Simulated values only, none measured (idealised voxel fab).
process module | voxel tone inversion
cross-section cut | 295 nm wide | cells 5 nm
A cross-section is a grid of square cells, given in bands from the top down. A band is one or more rows of cells.
Each band's line starts with the height of the band's top and of its bottom, in nm. Then come its materials from left to right, each with its width in nm. One material with "throughout" fills the band from edge to edge. "air" is empty space.
Height 0 is the level under which the wafer as received is all one material. The lowest band goes on downwards, as in "0 down".
A width such as "30 to 40" changes by the same amount from each row of cells to the next, from the band's top row to its bottom row.
"no change" after a step means that no cell of the cross-section changed.
closed voids: empty space of 8 cells or more with no open way to the top, each as width x height at its distance from the left edge, in nm
after a step's settings: what the simulator itself notes on the step
overlay nm, on a step with a mask: how far to the right of its planned place the mask lay; to the left if negative
plan
1 op RECEIVE | material Si
2 op CONFORMAL_DEP | material SiN | thk nm 5
3 op DIRECTIONAL_DEP | material aC | thk nm 20
4 op PATTERN | tone cover | mask id POSTS | material resist | width nm 25 | pitch nm 50 | thk nm 30 | overlay nm 0
5 op DIRECTIONAL_ETCH | etch materials aC | depth nm 20
6 op STRIP | etch materials resist
7 op FILL_DEP | material SiO2 | thk nm 5
8 op CMP | height nm 25
9 op STRIP | etch materials aC
varied across the wafers: depth nm of step 5. The plan shows the first wafer's value. All wafers start alike
first wafer as received, after step 1
  0 down: Si throughout
  closed voids: none
first wafer at the end, after step 9
  25 to 5: SiO2 60 | air 25 | SiO2 25 | air 25 | SiO2 25 | air 25 | SiO2 25 | air 25 | SiO2 60
  5 to 0: SiN throughout
  0 down: Si throughout
  closed voids: none
last wafer at the end
  25 to 20: SiO2 throughout
  20 to 5: SiO2 60 | aC 25 | SiO2 25 | aC 25 | SiO2 25 | aC 25 | SiO2 25 | aC 25 | SiO2 60
  5 to 0: SiN throughout
  0 down: Si throughout
  closed voids: none
each wafer at the end: cells of each material gained (+) or lost (-) since it was received, then its closed voids
depth nm 20 | +59 SiN | +156 SiO2 | closed voids: none
depth nm 25 | +59 SiN | +156 SiO2 | closed voids: none
depth nm 30 | +59 SiN | +156 SiO2 | closed voids: none
depth nm 35 | +59 SiN | +176 SiO2 | +60 aC | closed voids: none
